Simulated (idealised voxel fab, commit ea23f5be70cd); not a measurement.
Presented below is a process module, voxel ribs on slabs.
The figure presents cross-section cut, which has a width of 155 nm and is divided into square cells with an edge length of 5 nm.
Reading order for cross-sections: top band down to bottom band. Underlying form: a grid of square cells. Band size: one or more rows of cells.
What a band's entry tells you: where the top is and where the bottom is, as heights in nm, and after that what lies inside, material by material from left to right, each with its width in nm. Empty space is written as the word "empty", and a single material marked with the word "throughout" occupies the band from edge to edge.
The level at which height equals 0 is the one under which the wafer, as it arrives, is entirely one material. No lower edge exists for the bottom band, which continues downward and is notated as in "0 -> down".
Width "30..40": first value at the band's top row of cells, second value at its bottom row, equal change from row to row.
Take "no change occurred" at face value: in the step it is given for, the cross-section changed in none of its cells.
In the "Catalogued sealed voids" entry, you get each enclosed empty space of 8 cells or more, one with no open way to the top, written width x height at distance, distance from the left edge, in nm.
Step line, after settings: the simulator's comment on this step.
If you see "overlay nm" on a step's line and that step has a mask, it's telling you how far right of where it was planned the mask ended up; a negative number means it went left instead.
[The process steps that were planned are listed below]
- 1: RECEIVE,material Si
- 2: DIRECTIONAL_DEP,material SiO2,thk nm 25
- 3: DIRECTIONAL_DEP,material SiN,thk nm 15
- 4: PATTERN,tone cover,mask id RIB,material resist,width nm 15,thk nm 15,overlay nm 0
- 5: DIRECTIONAL_ETCH,etch materials SiN,depth nm 10
- 6: STRIP,etch materials resist
- 7: MASKED_ETCH,tone cover,mask id SLAB,width nm 65,etch materials SiN,depth nm 5,overlay nm 0
- 8: FILL_DEP,material SiO2,thk nm 20
- 9: CMP,height nm 55
- 10: DIRECTIONAL_DEP,material W,thk nm 10
- 11: MASKED_ETCH,tone cover,mask id HEATER,width nm 25,etch materials W,depth nm 10,overlay nm 0
- 12: CONFORMAL_DEP,material SiO2,thk nm 10
[Cross-section of the wafer as it came to us, i.e., already through step 1]
    0 -> down | Si throughout
    Catalogued sealed voids: none
[First of two wafers, end-of-module section, run followed plan]
    75 -> 65 | empty: 55 | SiO2: 45 | empty: 55
    65 -> 55 | SiO2: 65 | W: 25 | SiO2: 65
    55 -> 40 | SiO2 throughout
    40 -> 30 | SiO2: 70 | SiN: 15 | SiO2: 70
    30 -> 25 | SiO2: 45 | SiN: 65 | SiO2: 45
    25 -> 0 | SiO2 throughout
    0 -> down | Si throughout
    Catalogued sealed voids: none
[Here's the second of our two wafers sectioned at module end. Same start as the first, same plan, but one mistake got made running it]
    65 -> 55 | empty: 65 | W: 25 | empty: 65
    55 -> 40 | SiO2 throughout
    40 -> 30 | SiO2: 70 | SiN: 15 | SiO2: 70
    30 -> 25 | SiO2: 45 | SiN: 65 | SiO2: 45
    25 -> 0 | SiO2 throughout
    0 -> down | Si throughout
    Catalogued sealed voids: none
Want to know what went wrong? it should be noted that step 12 of the plan was omitted and was not performed
Count the cells at the end and the second wafer has more or fewer of some materials than the first: SiO2 -70
